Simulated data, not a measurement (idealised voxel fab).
This is a process module. Its name is voxel capacitor over wiring.
Each square cell in cross-section cut measures 5 nm, and the section as a whole is 175 nm wide.
Think of the cross-section as a grid of square cells. We describe it in bands, top to bottom, and each band covers one or more rows of those cells.
Top, bottom (nm), then materials left to right with widths (nm); lone material tagged "edge to edge" fills the whole band edge to edge; "empty" = empty space.
The level at which height equals 0 is the one under which the wafer, as it arrives, is entirely one material. No lower edge exists for the bottom band, which continues downward and is notated as in "0 and below".
Note: "30 to 40" means the width goes from the first number (top row of the band) to the second number (bottom row) in equal steps per row of cells.
A step reported as "nothing different" is a step in which no cell of the cross-section changed.
Empty spaces without an open route to the top, at least 8 cells in extent, make up the entry "Internal closed voids"; each is given as width x height at distance, where the distance is measured from the left edge, and all are in nm.
Anything after a step's settings on that line? It's the simulator's own note about the step.
A step's line can hold "overlay nm"; with a mask on that step, the setting says how far right of the planned place the mask lay, while a negative setting says it lay to the left.

# Planned process steps
1) RECEIVE: material Si
2) CONFORMAL_DEP: material SiO2, thk nm 15
3) DIRECTIONAL_DEP: material TiN, thk nm 5
4) DIRECTIONAL_DEP: material Ru, thk nm 20
5) DIRECTIONAL_DEP: material aC, thk nm 15
6) PATTERN: tone cover, mask id METAL_1, material resist, width nm 30, pitch nm 80, thk nm 35, overlay nm 0
7) DIRECTIONAL_ETCH: etch materials aC, depth nm 15
8) STRIP: etch materials resist
9) DIRECTIONAL_ETCH: etch materials Ru, depth nm 20
10) DIRECTIONAL_ETCH: etch materials TiN, depth nm 5
11) STRIP: etch materials aC
12) FILL_DEP: material lowk, thk nm 5
13) CMP: height nm 40
14) CONFORMAL_DEP: material SiCN, thk nm 5
15) DIRECTIONAL_DEP: material lowk, thk nm 20
16) DIRECTIONAL_DEP: material aC, thk nm 10
17) PATTERN: tone open, mask id PLUG_1, material resist, width nm 15, thk nm 25, overlay nm 0
18) DIRECTIONAL_ETCH: etch materials aC, depth nm 10
19) STRIP: etch materials resist
20) DIRECTIONAL_ETCH: etch materials lowk, depth nm 20
21) DIRECTIONAL_ETCH: etch materials SiCN, depth nm 5
22) STRIP: etch materials aC
23) CONFORMAL_DEP: material TiN, thk nm 5
24) FILL_DEP: material Ru, thk nm 5
25) CMP: height nm 65
26) DIRECTIONAL_DEP: material TiN, thk nm 10
27) DIRECTIONAL_DEP: material SiN, thk nm 5
28) DIRECTIONAL_DEP: material TiN, thk nm 10
29) DIRECTIONAL_DEP: material aC, thk nm 15
30) PATTERN: tone cover, mask id UPPER_PLATE, material resist, width nm 55, thk nm 30, overlay nm 0
31) DIRECTIONAL_ETCH: etch materials aC, depth nm 15
32) STRIP: etch materials resist
33) DIRECTIONAL_ETCH: etch materials TiN, depth nm 10
34) DIRECTIONAL_ETCH: etch materials SiN, depth nm 5
35) STRIP: etch materials aC
36) DIRECTIONAL_DEP: material aC, thk nm 10
37) PATTERN: tone cover, mask id LOWER_PLATE, material resist, width nm 65, thk nm 30, overlay nm 0
38) DIRECTIONAL_ETCH: etch materials aC, depth nm 10
39) STRIP: etch materials resist
40) DIRECTIONAL_ETCH: etch materials TiN, depth nm 10
41) STRIP: etch materials aC
42) FILL_DEP: material SiO2, thk nm 20
43) CMP: height nm 105
44) MASKED_ETCH: tone open, mask id PLUG_2, width nm 15, etch materials SiO2, depth nm 15, overlay nm 0
45) CONFORMAL_DEP: material TiN, thk nm 5
46) FILL_DEP: material Ru, thk nm 5
47) CMP: height nm 105
48) CONFORMAL_DEP: material SiCN, thk nm 5

# As received (post step 1): cross-section
0 and below = Si edge to edge
Internal closed voids: none

# Cross-sectional image of the first of two wafers at the end of the module, the run having proceeded as planned
110 down to 105 = SiCN edge to edge
105 down to 95 = 55 SiO2, then 5 TiN, then 5 Ru, then 5 TiN, then 105 SiO2
95 down to 90 = 55 SiO2, then 15 TiN, then 105 SiO2
90 down to 80 = 45 SiO2, then 55 TiN, then 75 SiO2
80 down to 75 = 45 SiO2, then 55 SiN, then 75 SiO2
75 down to 65 = 40 SiO2, then 65 TiN, then 70 SiO2
65 down to 45 = 45 lowk, then 5 TiN, then 5 Ru, then 5 TiN, then 115 lowk
45 down to 40 = 45 SiCN, then 15 TiN, then 115 SiCN
40 down to 20 = 30 lowk, then 30 Ru, then 50 lowk, then 30 Ru, then 35 lowk
20 down to 15 = 30 lowk, then 30 TiN, then 50 lowk, then 30 TiN, then 35 lowk
15 down to 0 = SiO2 edge to edge
0 and below = Si edge to edge
Internal closed voids: none

# Second wafer of the two, sectioned at the end of the module. It began like the first and followed the same plan, but one mistake was made while running it
110 down to 105 = SiCN edge to edge
105 down to 95 = 55 SiO2, then 5 TiN, then 5 Ru, then 5 TiN, then 105 SiO2
95 down to 90 = 55 SiO2, then 15 TiN, then 105 SiO2
90 down to 80 = 45 SiO2, then 55 TiN, then 75 SiO2
80 down to 75 = 45 SiO2, then 55 SiN, then 75 SiO2
75 down to 65 = 40 SiO2, then 65 TiN, then 70 SiO2
65 down to 60 = 45 SiCN, then 15 TiN, then 115 SiCN
60 down to 40 = SiCN edge to edge
40 down to 20 = 30 lowk, then 30 Ru, then 50 lowk, then 30 Ru, then 35 lowk
20 down to 15 = 30 lowk, then 30 TiN, then 50 lowk, then 30 TiN, then 35 lowk
15 down to 0 = SiO2 edge to edge
0 and below = Si edge to edge
Internal closed voids: none
Heads up, the wafer didn't run the way we planned it: so step 15 ended up running with a different setting than we planned, it ran as DIRECTIONAL_DEP: material SiCN, thk nm 20
Materials where the second wafer ends with more or fewer cells than the first: -4 Ru | +140 SiCN | -8 TiN | -128 lowk
